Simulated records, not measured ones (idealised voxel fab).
voxel plated lines: a process module
Pictured: cross-section cut, 185 nm wide, on a grid of 5 nm square cells.
The cross-sections in this document take the form of a grid made of square cells. They are written out as bands, in order from top to bottom. Each band consists of one or more rows of cells.
Quick guide to a band line: top height, bottom height (nm) up front; then every material left to right with its width in nm. Only one material and it's marked "throughout"? Then it fills the band edge to edge. And "blank" just means empty space.
We count height from 0. Below that, the starting wafer is all one material. The lowest band never ends at the bottom but goes on down; see "0 down" for how that is written.
With a width like "30->40", each row of cells in the band differs from the next by the same amount, the top row carrying the first number and the bottom row the second.
"nothing different" means the step left every cell of the cross-section as it was.
You'll see "Closed void inventory" listing empty spaces that have no way open to the top, as long as they're 8 cells or more; the notation is width x height at distance, where the distance is from the left edge, and all of it is in nm.
Post-settings text on a step line: simulator's own remark regarding the step.
overlay nm: mask right of planned place by this much (step with mask). Neg. = left.

So here's the lineup of process steps we planned:
1,RECEIVE, material Si
2,CONFORMAL_DEP, material Al2O3, thk nm 5
3,DIRECTIONAL_DEP, material TiN, thk nm 5
4,PATTERN, tone open, mask id LINES, material resist, width nm 20, pitch nm 40, thk nm 20, overlay nm -15
5,EPI, material Ru, thk nm 10
6,STRIP, etch materials resist
7,DIRECTIONAL_ETCH, etch materials TiN, depth nm 5
8,CONFORMAL_DEP, material SiN, thk nm 5
Quick note for whoever runs this: the wafers start identical, but the overlay nm at step 4 isn't the same across them. The plan just shows what the first wafer had.

As-received state after step 1, first of several wafers, cross-section:
	0 down | Si throughout
	Closed void inventory: none

Wafer cross-section (first of several) - module end, post step 8 (last step):
	25 to 20 | blank 40 | SiN 30 | blank 10 | SiN 30 | blank 75
	20 to 10 | blank 40 | SiN 5 | Ru 20 | SiN 5 | blank 10 | SiN 5 | Ru 20 | SiN 5 | blank 75
	10 to 5 | SiN 45 | TiN 20 | SiN 20 | TiN 20 | SiN 80
	5 to 0 | Al2O3 throughout
	0 down | Si throughout
	Closed void inventory: none

Last-wafer cross-section at the end of the module:
	25 to 20 | blank 70 | SiN 30 | blank 10 | SiN 30 | blank 45
	20 to 10 | blank 70 | SiN 5 | Ru 20 | SiN 5 | blank 10 | SiN 5 | Ru 20 | SiN 5 | blank 45
	10 to 5 | SiN 75 | TiN 20 | SiN 20 | TiN 20 | SiN 50
	5 to 0 | Al2O3 throughout
	0 down | Si throughout
	Closed void inventory: none

Note: the following table is arranged by wafer, a row apiece. Each row reports the end-of-module state: per material, cells gained (+) or cells lost (-) compared with the wafer as received; closed voids follow:
overlay nm -15; +37 Al2O3; +16 Ru; +49 SiN; +8 TiN; Closed void inventory: none
overlay nm -10; +37 Al2O3; +16 Ru; +49 SiN; +8 TiN; Closed void inventory: none
overlay nm -5; +37 Al2O3; +16 Ru; +49 SiN; +8 TiN; Closed void inventory: none
overlay nm 0; +37 Al2O3; +16 Ru; +49 SiN; +8 TiN; Closed void inventory: none
overlay nm 5; +37 Al2O3; +16 Ru; +49 SiN; +8 TiN; Closed void inventory: none
overlay nm 10; +37 Al2O3; +16 Ru; +49 SiN; +8 TiN; Closed void inventory: none
overlay nm 15; +37 Al2O3; +16 Ru; +49 SiN; +8 TiN; Closed void inventory: none
